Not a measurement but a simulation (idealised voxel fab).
The following is a process module called voxel transistor to metal.
cross-section cut | 210 nm wide | cells 5 nm
Cross-section format: a grid of square cells, given as bands from top to bottom; each band is one or more rows of cells. First you get the band's top height and its bottom height, in nm, and then the materials it's made of, left to right, with each width in nm. If you see a single material with "everywhere", that one covers the band edge to edge. "air" is empty space. Counting heights begins at 0, where everything beneath is, in the wafer as received, one material. The lowest band has no bottom; it goes on downwards, as "0 and below" shows. Width spec "30..40" -> top row of cells at first value, bottom row at second value, equal per-row change in between. Step note "no change" = no cross-section cell changed. Closed internal voids: empty space of 8 cells or more with no open way to the top, each as width x height at its distance from the left edge, in nm. On each step's line, the part that comes after the settings is the simulator's own comment on the step. overlay nm: step with mask; distance mask lay right of planned place; negative value = left of planned place.
[Process steps foreseen in the plan]
| 1 | RECEIVE,material Si |
| 2 | CONFORMAL_DEP,material SiO2,thk nm 5 |
| 3 | CONFORMAL_DEP,material SiN,thk nm 10 |
| 4 | MASKED_ETCH,tone cover,mask id ACTIVE,width nm 115,etch materials SiN,depth nm 10,overlay nm 0 |
| 5 | MASKED_ETCH,tone cover,mask id ACTIVE,width nm 115,etch materials SiO2,depth nm 5,overlay nm 0 |
| 6 | MASKED_ETCH,tone cover,mask id ACTIVE,width nm 115,etch materials Si,depth nm 35,overlay nm 0 |
| 7 | OXIDIZE,depth nm 5 |
| 8 | FILL_DEP,material SiO2,thk nm 15 |
| 9 | CMP,height nm 15 |
| 10 | SELECTIVE_ETCH,etch materials SiO2,depth nm 5 |
| 11 | STRIP,etch materials SiN |
| 12 | SELECTIVE_ETCH,etch materials SiO2,depth nm 5 |
| 13 | OXIDIZE,depth nm 5 |
| 14 | DIRECTIONAL_DEP,material polySi,thk nm 30 |
| 15 | DIRECTIONAL_DEP,material SiCN,thk nm 10 |
| 16 | PATTERN,tone cover,mask id GATE,material resist,width nm 25,thk nm 15,overlay nm 0 |
| 17 | DIRECTIONAL_ETCH,etch materials SiCN,depth nm 20 |
| 18 | DIRECTIONAL_ETCH,etch materials polySi,depth nm 40 |
| 19 | STRIP,etch materials resist |
| 20 | CONFORMAL_DEP,material SiN,thk nm 10 |
| 21 | DIRECTIONAL_ETCH,etch materials SiN,depth nm 10 |
| 22 | DIRECTIONAL_ETCH,etch materials SiO2,depth nm 5 |
| 23 | EPI,material nSi,thk nm 5 |
| 24 | FILL_DEP,material SiO2,thk nm 5 |
| 25 | CMP,height nm 40 |
| 26 | DIRECTIONAL_DEP,material SiO2,thk nm 10 |
| 27 | DIRECTIONAL_DEP,material aC,thk nm 10 |
| 28 | PATTERN,tone open,mask id CONTACT,material resist,width nm 20,pitch nm 75,thk nm 30,overlay nm 0 |
| 29 | DIRECTIONAL_ETCH,etch materials aC,depth nm 10 |
| 30 | STRIP,etch materials resist |
| 31 | DIRECTIONAL_ETCH,etch materials SiO2,depth nm 50 |
| 32 | STRIP,etch materials aC |
| 33 | CONFORMAL_DEP,material TiN,thk nm 5 |
| 34 | FILL_DEP,material Ru,thk nm 5 |
| 35 | CMP,height nm 50 |
| 36 | CONFORMAL_DEP,material SiCN,thk nm 5 |
| 37 | DIRECTIONAL_DEP,material lowk,thk nm 15 |
| 38 | PATTERN,tone open,mask id METAL_1,material resist,width nm 20,pitch nm 75,thk nm 20,overlay nm 0 |
| 39 | DIRECTIONAL_ETCH,etch materials lowk,depth nm 15 |
| 40 | DIRECTIONAL_ETCH,etch materials SiCN,depth nm 5 |
| 41 | STRIP,etch materials resist |
| 42 | CONFORMAL_DEP,material TiN,thk nm 5 |
| 43 | FILL_DEP,material W,thk nm 5 |
| 44 | CMP,height nm 70 |
| 45 | CONFORMAL_DEP,material SiN,thk nm 5 |
[Wafer as received: cross-section following step 1]
> 0 and below: Si everywhere
> Closed internal voids: none
[Sectioned view, first of two wafers, at the close of the module, processed as intended in the plan]
> 75 down to 70: SiN everywhere
> 70 down to 55: lowk (55), TiN (5), W (10), TiN (5), lowk (55), TiN (5), W (10), TiN (5), lowk (60)
> 55 down to 50: SiCN (55), TiN (20), SiCN (55), TiN (20), SiCN (60)
> 50 down to 40: SiO2 (55), TiN (5), Ru (10), TiN (5), SiO2 (55), TiN (5), Ru (10), TiN (5), SiO2 (60)
> 40 down to 30: SiO2 (55), TiN (5), Ru (10), TiN (5), SiO2 (5), SiN (10), SiCN (25), SiN (10), SiO2 (5), TiN (5), Ru (10), TiN (5), SiO2 (60)
> 30 down to 5: SiO2 (55), TiN (5), Ru (10), TiN (5), SiO2 (5), SiN (10), polySi (25), SiN (10), SiO2 (5), TiN (5), Ru (10), TiN (5), SiO2 (60)
> 5 down to 0: SiO2 (40), SiN (10), SiO2 (5), TiN (20), SiO2 (5), SiN (10), polySi (25), SiN (10), SiO2 (5), TiN (20), SiO2 (5), SiN (10), SiO2 (45)
> 0 down to -5: SiO2 (50), nSi (30), SiO2 (45), nSi (30), SiO2 (55)
> -5 down to -40: SiO2 (50), Si (105), SiO2 (55)
> -40 and below: Si everywhere
> Closed internal voids: none
[second wafer at the end: like start, like plan, one mistake]
> 75 down to 70: SiN everywhere
> 70 down to 55: lowk (55), TiN (5), W (10), TiN (5), lowk (55), TiN (5), W (10), TiN (5), lowk (60)
> 55 down to 50: SiCN (55), TiN (20), SiCN (55), TiN (20), SiCN (60)
> 50 down to 40: SiO2 (55), TiN (5), Ru (10), TiN (5), SiO2 (55), TiN (5), Ru (10), TiN (5), SiO2 (60)
> 40 down to 25: SiO2 (55), TiN (5), Ru (10), TiN (5), SiO2 (5), SiN (10), SiCN (25), SiN (10), SiO2 (5), TiN (5), Ru (10), TiN (5), SiO2 (60)
> 25 down to 20: SiCN (40), SiN (10), SiO2 (5), TiN (20), SiO2 (5), SiN (10), SiCN (25), SiN (10), SiO2 (5), TiN (20), SiO2 (5), SiN (10), SiCN (45)
> 20 down to 5: SiCN everywhere
> 5 down to 0: SiO2 (40), SiCN (125), SiO2 (45)
> 0 down to -5: SiO2 everywhere
> -5 down to -40: SiO2 (50), Si (105), SiO2 (55)
> -40 and below: Si everywhere
> Closed internal voids: none
Plan not followed: off-plan run, step 14, actual operation and settings DIRECTIONAL_DEP,material SiCN,thk nm 30
at the end the second wafer has, in cells: Ru: 16 fewer, SiCN: 178 more, SiN: 16 fewer, SiO2: 88 fewer, TiN: 16 fewer, nSi: 12 fewer, polySi: 30 fewer
